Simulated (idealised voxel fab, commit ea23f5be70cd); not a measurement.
A process module follows: voxel tone inversion.
Section cut is 205 nm wide and gridded with 5 nm square cells.
For the purposes of this document, a cross-section shall be understood as a grid of square cells, specified as bands listed in top-to-bottom order, each band consisting of one or more rows of cells.
The band entry comprises the height of the band's top followed by the height of its bottom, expressed in nm, and subsequently the band's materials from left to right, each stated together with its width in nm. Where a single material is marked with the word "full width", that material fills the band from edge to edge. The word "air" represents empty space.
All heights in this document are referenced to 0, defined as the level beneath which the wafer, as received, consists entirely of one material. The lowest band is not bounded below; it extends indefinitely downward and is written in the form "top 0, no bottom".
A width given as "30..40" starts at the first number in the band's top row and ends at the second number in its bottom row, shifting by an equal amount at every step from row to row.
It should be understood that the words "no alteration", when stated for a given step, signify that the cross-section underwent no change in any of its cells during that step.
You'll see "Enclosed internal voids" listing empty spaces that have no way open to the top, as long as they're 8 cells or more; the notation is width x height at distance, where the distance is from the left edge, and all of it is in nm.
Where a step's line continues beyond its settings, the continuation is a remark by the simulator itself on that step.
On any step carrying a mask, the "overlay nm" setting, if present on the step's line, tells how far right of its planned place the mask lay; negative values point to the left.

**Process steps (planned)**
step 1: RECEIVE,material Si
step 2: CONFORMAL_DEP,material SiCN,thk nm 5
step 3: DIRECTIONAL_DEP,material aC,thk nm 25
step 4: PATTERN,tone cover,mask id POSTS,material resist,width nm 25,pitch nm 40,thk nm 35,overlay nm 0
step 5: DIRECTIONAL_ETCH,etch materials aC,depth nm 25
step 6: STRIP,etch materials resist
step 7: FILL_DEP,material lowk,thk nm 10
step 8: CMP,height nm 30
step 9: STRIP,etch materials aC
step 10: CONFORMAL_DEP,material TiN,thk nm 5
step 11: FILL_DEP,material Cu,thk nm 5
step 12: CMP,height nm 30
step 13: CONFORMAL_DEP,material SiN,thk nm 5

**On the first of the two wafers: run conducted according to plan**

**Cross-section, incoming material, after step 1**
    top 0, no bottom: Si full width
    Enclosed internal voids: none

**Wafer xsec, post step 2**
    top 5, bottom 0: SiCN full width
    Everything below 0 is unchanged.

**Wafer xsec, post step 3**
    top 30, bottom 5: aC full width
    Everything below 5 is unchanged.

**Wafer xsec, post step 4**
    top 65, bottom 30: 30 of air | 25 of resist | 15 of air | 25 of resist | 15 of air | 25 of resist | 15 of air | 25 of resist | 30 of air
    Everything below 30 is unchanged.

**Wafer xsec, post step 5**
    top 40, bottom 30: 30 of air | 25 of resist | 15 of air | 25 of resist | 15 of air | 25 of resist | 15 of air | 25 of resist | 30 of air
    top 30, bottom 5: 30 of air | 25 of aC | 15 of air | 25 of aC | 15 of air | 25 of aC | 15 of air | 25 of aC | 30 of air
    Everything below 5 is unchanged.

**Wafer xsec, post step 6**
    top 30, bottom 5: 30 of air | 25 of aC | 15 of air | 25 of aC | 15 of air | 25 of aC | 15 of air | 25 of aC | 30 of air
    Everything below 5 is unchanged.

**Wafer xsec, post step 7**
    top 40, bottom 30: lowk full width
    top 30, bottom 5: 30 of lowk | 25 of aC | 15 of lowk | 25 of aC | 15 of lowk | 25 of aC | 15 of lowk | 25 of aC | 30 of lowk
    Everything below 5 is unchanged.

**Wafer xsec, post step 8**
    top 30, bottom 5: 30 of lowk | 25 of aC | 15 of lowk | 25 of aC | 15 of lowk | 25 of aC | 15 of lowk | 25 of aC | 30 of lowk
    Everything below 5 is unchanged.

**Wafer xsec, post step 9**
    top 30, bottom 5: 30 of lowk | 25 of air | 15 of lowk | 25 of air | 15 of lowk | 25 of air | 15 of lowk | 25 of air | 30 of lowk
    Everything below 5 is unchanged.

**Wafer xsec, post step 10**
    top 35, bottom 30: 35 of TiN | 15 of air | 25 of TiN | 15 of air | 25 of TiN | 15 of air | 25 of TiN | 15 of air | 35 of TiN
    top 30, bottom 10: 30 of lowk | 5 of TiN | 15 of air | 5 of TiN | 15 of lowk | 5 of TiN | 15 of air | 5 of TiN | 15 of lowk | 5 of TiN | 15 of air | 5 of TiN | 15 of lowk | 5 of TiN | 15 of air | 5 of TiN | 30 of lowk
    top 10, bottom 5: 30 of lowk | 25 of TiN | 15 of lowk | 25 of TiN | 15 of lowk | 25 of TiN | 15 of lowk | 25 of TiN | 30 of lowk
    Everything below 5 is unchanged.

**Wafer xsec, post step 11**
    top 40, bottom 35: Cu full width
    top 35, bottom 30: 35 of TiN | 15 of Cu | 25 of TiN | 15 of Cu | 25 of TiN | 15 of Cu | 25 of TiN | 15 of Cu | 35 of TiN
    top 30, bottom 10: 30 of lowk | 5 of TiN | 15 of Cu | 5 of TiN | 15 of lowk | 5 of TiN | 15 of Cu | 5 of TiN | 15 of lowk | 5 of TiN | 15 of Cu | 5 of TiN | 15 of lowk | 5 of TiN | 15 of Cu | 5 of TiN | 30 of lowk
    Everything below 10 is unchanged.

**Wafer xsec, post step 12**
    top 30, bottom 10: 30 of lowk | 5 of TiN | 15 of Cu | 5 of TiN | 15 of lowk | 5 of TiN | 15 of Cu | 5 of TiN | 15 of lowk | 5 of TiN | 15 of Cu | 5 of TiN | 15 of lowk | 5 of TiN | 15 of Cu | 5 of TiN | 30 of lowk
    Everything below 10 is unchanged.

**Wafer xsec, post step 13**
    top 35, bottom 30: SiN full width
    Everything below 30 is unchanged.

**The remaining wafer, second of the two, started like the first and was run to the same plan, except that one mistake was made along the way; the two coincide through step 3, inclusive**

**when step 4 should have ended**
    top 65, bottom 30: 35 of air | 20 of resist | 20 of air | 20 of resist | 20 of air | 20 of resist | 20 of air | 20 of resist | 30 of air
    Everything below 30 is unchanged.

**when step 5 should have ended**
    top 40, bottom 30: 35 of air | 20 of resist | 20 of air | 20 of resist | 20 of air | 20 of resist | 20 of air | 20 of resist | 30 of air
    top 30, bottom 5: 35 of air | 20 of aC | 20 of air | 20 of aC | 20 of air | 20 of aC | 20 of air | 20 of aC | 30 of air
    Everything below 5 is unchanged.

**when step 6 should have ended**
    top 30, bottom 5: 35 of air | 20 of aC | 20 of air | 20 of aC | 20 of air | 20 of aC | 20 of air | 20 of aC | 30 of air
    Everything below 5 is unchanged.

**when step 7 should have ended**
    top 40, bottom 30: lowk full width
    top 30, bottom 5: 35 of lowk | 20 of aC | 20 of lowk | 20 of aC | 20 of lowk | 20 of aC | 20 of lowk | 20 of aC | 30 of lowk
    Everything below 5 is unchanged.

**when step 8 should have ended**
    top 30, bottom 5: 35 of lowk | 20 of aC | 20 of lowk | 20 of aC | 20 of lowk | 20 of aC | 20 of lowk | 20 of aC | 30 of lowk
    Everything below 5 is unchanged.

**when step 9 should have ended**
    top 30, bottom 5: 35 of lowk | 20 of air | 20 of lowk | 20 of air | 20 of lowk | 20 of air | 20 of lowk | 20 of air | 30 of lowk
    Everything below 5 is unchanged.

**when step 10 should have ended**
    top 35, bottom 30: 40 of TiN | 10 of air | 30 of TiN | 10 of air | 30 of TiN | 10 of air | 30 of TiN | 10 of air | 35 of TiN
    top 30, bottom 10: 35 of lowk | 5 of TiN | 10 of air | 5 of TiN | 20 of lowk | 5 of TiN | 10 of air | 5 of TiN | 20 of lowk | 5 of TiN | 10 of air | 5 of TiN | 20 of lowk | 5 of TiN | 10 of air | 5 of TiN | 30 of lowk
    top 10, bottom 5: 35 of lowk | 20 of TiN | 20 of lowk | 20 of TiN | 20 of lowk | 20 of TiN | 20 of lowk | 20 of TiN | 30 of lowk
    Everything below 5 is unchanged.

**when step 11 should have ended**
    top 40, bottom 35: Cu full width
    top 35, bottom 30: 40 of TiN | 10 of Cu | 30 of TiN | 10 of Cu | 30 of TiN | 10 of Cu | 30 of TiN | 10 of Cu | 35 of TiN
    top 30, bottom 10: 35 of lowk | 5 of TiN | 10 of Cu | 5 of TiN | 20 of lowk | 5 of TiN | 10 of Cu | 5 of TiN | 20 of lowk | 5 of TiN | 10 of Cu | 5 of TiN | 20 of lowk | 5 of TiN | 10 of Cu | 5 of TiN | 30 of lowk
    Everything below 10 is unchanged.

**when step 12 should have ended**
    top 30, bottom 10: 35 of lowk | 5 of TiN | 10 of Cu | 5 of TiN | 20 of lowk | 5 of TiN | 10 of Cu | 5 of TiN | 20 of lowk | 5 of TiN | 10 of Cu | 5 of TiN | 20 of lowk | 5 of TiN | 10 of Cu | 5 of TiN | 30 of lowk
    Everything below 10 is unchanged.

**when step 13 should have ended**
    top 35, bottom 30: SiN full width
    Everything below 30 is unchanged.
Plan not followed: step 4, actual vs plan mismatch, actual run PATTERN,tone cover,mask id POSTS,material resist,width nm 20,pitch nm 40,thk nm 35,overlay nm 0
at the end the second wafer has, in cells: Cu: 16 fewer; TiN: 4 fewer; lowk: 20 more
